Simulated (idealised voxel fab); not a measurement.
process module | voxel gate over fins
cross-section cut | 210 nm wide | cells 5 nm
A cross-section is a grid of square cells, given in bands from the top down. A band is one or more rows of cells.
Each band's line starts with the height of the band's top and of its bottom, in nm. Then come its materials from left to right, each with its width in nm. One material with "throughout" fills the band from edge to edge. "air" is empty space.
Height 0 is the level under which the wafer as received is all one material. The lowest band goes on downwards, as in "0 down".
A width such as "30 to 40" changes by the same amount from each row of cells to the next, from the band's top row to its bottom row.
"no change" after a step means that no cell of the cross-section changed.
closed voids: empty space of 8 cells or more with no open way to the top, each as width x height at its distance from the left edge, in nm
after a step's settings: what the simulator itself notes on the step
overlay nm, on a step with a mask: how far to the right of its planned place the mask lay; to the left if negative
plan
1 op RECEIVE | material Si
2 op CONFORMAL_DEP | material SiN | thk nm 10
3 op DIRECTIONAL_DEP | material aC | thk nm 15
4 op PATTERN | tone cover | mask id FINS | material resist | width nm 15 | pitch nm 45 | thk nm 35 | overlay nm 0
5 op DIRECTIONAL_ETCH | etch materials aC | depth nm 15
6 op STRIP | etch materials resist
7 op DIRECTIONAL_ETCH | etch materials SiN | depth nm 10
8 op DIRECTIONAL_ETCH | etch materials Si | depth nm 35
9 op STRIP | etch materials aC
10 op FILL_DEP | material SiO2 | thk nm 15
11 op CMP | height nm 10
12 op SELECTIVE_ETCH | etch materials SiO2 | depth nm 25
13 op STRIP | etch materials SiN
14 op CONFORMAL_DEP | material HfO2 | thk nm 5
15 op CONFORMAL_DEP | material TiN | thk nm 5
16 op CONFORMAL_DEP | material TiAl | thk nm 5
17 op CONFORMAL_DEP | material TiN | thk nm 5
18 op FILL_DEP | material W | thk nm 10
19 op CMP | height nm 25
20 op CONFORMAL_DEP | material SiCN | thk nm 5
varied across the wafers: width nm of step 4. The plan shows the first wafer's value. All wafers start alike
first wafer as received, after step 1
  0 down: Si throughout
  closed voids: none
first wafer at the end, after step 20
  30 to 25: SiCN throughout
  25 to 20: W throughout
  20 to 15: W 30 | TiN 145 | W 35
  15 to 10: W 30 | TiN 5 | TiAl 135 | TiN 5 | W 35
  10 to 5: W 30 | TiN 5 | TiAl 5 | TiN 35 | TiAl 10 | TiN 35 | TiAl 10 | TiN 35 | TiAl 5 | TiN 5 | W 35
  5 to 0: TiN 35 | TiAl 5 | TiN 5 | HfO2 25 | TiN 5 | TiAl 10 | TiN 5 | HfO2 25 | TiN 5 | TiAl 10 | TiN 5 | HfO2 25 | TiN 5 | TiAl 5 | TiN 40
  0 to -5: TiAl 40 | TiN 5 | HfO2 5 | Si 15 | HfO2 5 | TiN 5 | TiAl 10 | TiN 5 | HfO2 5 | Si 15 | HfO2 5 | TiN 5 | TiAl 10 | TiN 5 | HfO2 5 | Si 15 | HfO2 5 | TiN 5 | TiAl 45
  -5 to -10: TiN 45 | HfO2 5 | Si 15 | HfO2 5 | TiN 20 | HfO2 5 | Si 15 | HfO2 5 | TiN 20 | HfO2 5 | Si 15 | HfO2 5 | TiN 50
  -10 to -15: HfO2 50 | Si 15 | HfO2 30 | Si 15 | HfO2 30 | Si 15 | HfO2 55
  -15 to -35: SiO2 50 | Si 15 | SiO2 30 | Si 15 | SiO2 30 | Si 15 | SiO2 55
  -35 down: Si throughout
  closed voids: none
last wafer at the end
  30 to 25: SiCN throughout
  25 to 20: W throughout
  20 to 15: W 25 | TiN 160 | W 25
  15 to 10: W 25 | TiN 5 | TiAl 150 | TiN 5 | W 25
  10 to 5: W 25 | TiN 5 | TiAl 5 | TiN 140 | TiAl 5 | TiN 5 | W 25
  5 to 0: TiN 30 | TiAl 5 | TiN 5 | HfO2 40 | TiN 5 | HfO2 40 | TiN 5 | HfO2 40 | TiN 5 | TiAl 5 | TiN 30
  0 to -5: TiAl 35 | TiN 5 | HfO2 5 | Si 30 | HfO2 5 | TiN 5 | HfO2 5 | Si 30 | HfO2 5 | TiN 5 | HfO2 5 | Si 30 | HfO2 5 | TiN 5 | TiAl 35
  -5 to -10: TiN 40 | HfO2 5 | Si 30 | HfO2 5 | TiN 5 | HfO2 5 | Si 30 | HfO2 5 | TiN 5 | HfO2 5 | Si 30 | HfO2 5 | TiN 40
  -10 to -15: HfO2 45 | Si 30 | HfO2 15 | Si 30 | HfO2 15 | Si 30 | HfO2 45
  -15 to -35: SiO2 45 | Si 30 | SiO2 15 | Si 30 | SiO2 15 | Si 30 | SiO2 45
  -35 down: Si throughout
  closed voids: none
each wafer at the end: cells of each material gained (+) or lost (-) since it was received, then its closed voids
width nm 15 | +60 HfO2 | -231 Si | +42 SiCN | +132 SiO2 | +60 TiAl | +108 TiN | +81 W | closed voids: none
width nm 20 | +60 HfO2 | -210 Si | +42 SiCN | +120 SiO2 | +54 TiAl | +108 TiN | +78 W | closed voids: none
width nm 25 | +60 HfO2 | -189 Si | +42 SiCN | +108 SiO2 | +48 TiAl | +108 TiN | +75 W | closed voids: none
width nm 30 | +60 HfO2 | -168 Si | +42 SiCN | +96 SiO2 | +48 TiAl | +102 TiN | +72 W | closed voids: none
